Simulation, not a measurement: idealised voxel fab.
voxel lift off: a process module
Each square cell in cross-section cut measures 5 nm, and the section as a whole is 300 nm wide.
In what follows, cross-sections appear as grids of square cells, described through bands that run from the top down, where every band is one or more rows of cells.
This entry defines a band. It first specifies the height of the band's top and the height of its bottom in nm, and then specifies the band's materials from left to right, stating each material with its width in nm. The word "throughout" identifies a single material that fills the band from edge to edge, while the word "air" identifies empty space.
Heights are measured from 0, the level below which the as-received wafer is all one material; the lowest band has no bottom and continues downward, written as in "z 0 and below".
So if you see something like "30->40" for the width, read it as the top row of the band sitting at the first number and the bottom row at the second, with every row in between moving by the same amount as the last.
"no modification" means the step left every cell of the cross-section as it was.
Empty spaces counting at least 8 cells and having no open way to the top are listed in "Closed void inventory". The notation width x height at distance is used for each, the distance being from the left edge and all three values in nm.
Step line, after settings: the simulator's comment on this step.
overlay nm: mask offset rightward from planned place, masked step; negative means leftward offset.
The following list gives the planned process steps
- 1: RECEIVE (material Si)
- 2: CONFORMAL_DEP (material SiN; thk nm 10)
- 3: PATTERN (tone open; mask id LINES; material resist; width nm 25; pitch nm 50; thk nm 20; overlay nm 0)
- 4: DIRECTIONAL_DEP (material Ru; thk nm 10)
- 5: STRIP (etch materials resist)
- 6: CONFORMAL_DEP (material SiN; thk nm 5)
First wafer out of two, processed as planned
So this is the incoming wafer in cross-section - it's already been through step 1
	z 0 and below: Si throughout
	Closed void inventory: none
Wafer section view after processing step 2
	z 10 to 0: SiN throughout
	Below 0 it's all the same as before, nothing changed down there.
Wafer section view after processing step 3
	z 30 to 10: resist=110, then air=25, then resist=25, then air=25, then resist=115
	Below 10 it's all the same as before, nothing changed down there.
Wafer section view after processing step 4
	z 40 to 30: Ru=110, then air=25, then Ru=25, then air=25, then Ru=115
	z 30 to 20: resist=110, then air=25, then resist=25, then air=25, then resist=115
	z 20 to 10: resist=110, then Ru=25, then resist=25, then Ru=25, then resist=115
	Below 10 it's all the same as before, nothing changed down there.
Wafer section view after processing step 5
	z 20 to 10: air=110, then Ru=25, then air=25, then Ru=25, then air=115
	Below 10 it's all the same as before, nothing changed down there.
Wafer section view after processing step 6
	z 25 to 20: air=105, then SiN=35, then air=15, then SiN=35, then air=110
	z 20 to 15: air=105, then SiN=5, then Ru=25, then SiN=5, then air=15, then SiN=5, then Ru=25, then SiN=5, then air=110
	z 15 to 10: SiN=110, then Ru=25, then SiN=25, then Ru=25, then SiN=115
	Below 10 it's all the same as before, nothing changed down there.
second wafer: like start, like plan, one mistake. Through step 2 it matches the first wafer
Second wafer at the planned finish of step 3, seen in cross-section
	z 30 to 10: air=110, then resist=25, then air=25, then resist=25, then air=115
	Below 10 it's all the same as before, nothing changed down there.
Second wafer at the planned finish of step 4, seen in cross-section
	z 40 to 30: air=110, then Ru=25, then air=25, then Ru=25, then air=115
	z 30 to 20: air=110, then resist=25, then air=25, then resist=25, then air=115
	z 20 to 10: Ru=110, then resist=25, then Ru=25, then resist=25, then Ru=115
	Below 10 it's all the same as before, nothing changed down there.
Second wafer at the planned finish of step 5, seen in cross-section
	z 20 to 10: Ru=110, then air=25, then Ru=25, then air=25, then Ru=115
	Below 10 it's all the same as before, nothing changed down there.
Second wafer at the planned finish of step 6, seen in cross-section
	z 25 to 20: SiN=115, then air=15, then SiN=35, then air=15, then SiN=120
	z 20 to 15: Ru=110, then SiN=5, then air=15, then SiN=5, then Ru=25, then SiN=5, then air=15, then SiN=5, then Ru=115
	z 15 to 10: Ru=110, then SiN=25, then Ru=25, then SiN=25, then Ru=115
	Below 10 it's all the same as before, nothing changed down there.
Against the plan, the run slipped here: step 3 off recipe, ran as PATTERN (tone cover; mask id LINES; material resist; width nm 25; pitch nm 50; thk nm 20; overlay nm 0)
At the finish, the second wafer shows more or fewer cells for some materials than the first does: Ru +80
